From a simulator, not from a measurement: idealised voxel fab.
The process module that follows is named voxel self aligned vias.
For reference, the cross-section in this document is cut, with width 190 nm and square cells of 5 nm.
How to read a cross-section here: the picture is a grid of square cells, written as bands going from the top down, and any band can span one or more rows of cells.
Basically the band line says how high the top is and how high the bottom is, in nm, and then what's in it from left to right, every material with its width in nm. Empty space shows up as "blank", and if a single material carries "edge to edge" it runs the full band edge to edge.
Below 0: as-received wafer, all one material; heights counted from there. Lowest band: no bottom, goes on down, written "0 -> down".
Top row gets the first number, bottom row gets the second, and each row in between changes by the same step: that is how a band width like "30 to 40" works.
"remains unaltered" -> step changed no cross-section cell.
Empty spaces counting at least 8 cells and having no open way to the top are listed in "Voids lacking openings". The notation width x height at distance is used for each, the distance being from the left edge and all three values in nm.
If you see something after the settings on a step's line, that's the simulator's own remark about that step.
When a step includes a mask, the "overlay nm" setting on its line states how far to the right of its planned place that mask lay, and negative values state how far to the left.

**Process steps - plan**
step 1: RECEIVE (material Si)
step 2: CONFORMAL_DEP (material SiO2; thk nm 10)
step 3: CONFORMAL_DEP (material SiCN; thk nm 5)
step 4: DIRECTIONAL_DEP (material lowk; thk nm 20)
step 5: PATTERN (tone open; mask id LINES; material resist; width nm 20; pitch nm 55; thk nm 20; overlay nm 0)
step 6: DIRECTIONAL_ETCH (etch materials lowk; depth nm 20)
step 7: STRIP (etch materials resist)
step 8: CONFORMAL_DEP (material TiN; thk nm 5)
step 9: FILL_DEP (material W; thk nm 10)
step 10: CMP (height nm 35)
step 11: SELECTIVE_ETCH (etch materials W Ru TiN; depth nm 10)
step 12: FILL_DEP (material SiN; thk nm 10)
step 13: CMP (height nm 35)
step 14: DIRECTIONAL_DEP (material lowk; thk nm 15)
step 15: DIRECTIONAL_DEP (material aC; thk nm 15)
step 16: PATTERN (tone open; mask id VIAS; material resist; width nm 30; pitch nm 55; thk nm 30; overlay nm 0)
step 17: DIRECTIONAL_ETCH (etch materials aC; depth nm 15)
step 18: STRIP (etch materials resist)
step 19: DIRECTIONAL_ETCH (etch materials lowk; depth nm 15)
step 20: DIRECTIONAL_ETCH (etch materials SiN; depth nm 10)
step 21: STRIP (etch materials aC)
step 22: CONFORMAL_DEP (material TiN; thk nm 5)
step 23: FILL_DEP (material W; thk nm 10)
step 24: CMP (height nm 50)
step 25: CONFORMAL_DEP (material SiCN; thk nm 5)

**Wafer as received: cross-section following step 1**
- 0 -> down  Si edge to edge
- Voids lacking openings: none

**Module complete, cross-section. Starting point and plan per above. One mistake made in running the module**
- 55 -> 50  SiCN edge to edge
- 50 -> 40  lowk=25, TiN=5, W=20, TiN=5, lowk=25, TiN=5, W=20, TiN=5, lowk=25, TiN=5, W=20, TiN=5, lowk=25
- 40 -> 35  lowk=25, TiN=30, lowk=25, TiN=30, lowk=25, TiN=30, lowk=25
- 35 -> 20  lowk=30, TiN=5, lowk=10, TiN=5, lowk=35, TiN=5, lowk=10, TiN=5, lowk=35, TiN=5, lowk=10, TiN=5, lowk=30
- 20 -> 15  lowk=30, TiN=20, lowk=35, TiN=20, lowk=35, TiN=20, lowk=30
- 15 -> 10  SiCN edge to edge
- 10 -> 0  SiO2 edge to edge
- 0 -> down  Si edge to edge
- Voids lacking openings: none
Which mistake was made when the wafer was run? off-plan run, step 9, actual operation and settings FILL_DEP (material lowk; thk nm 10)
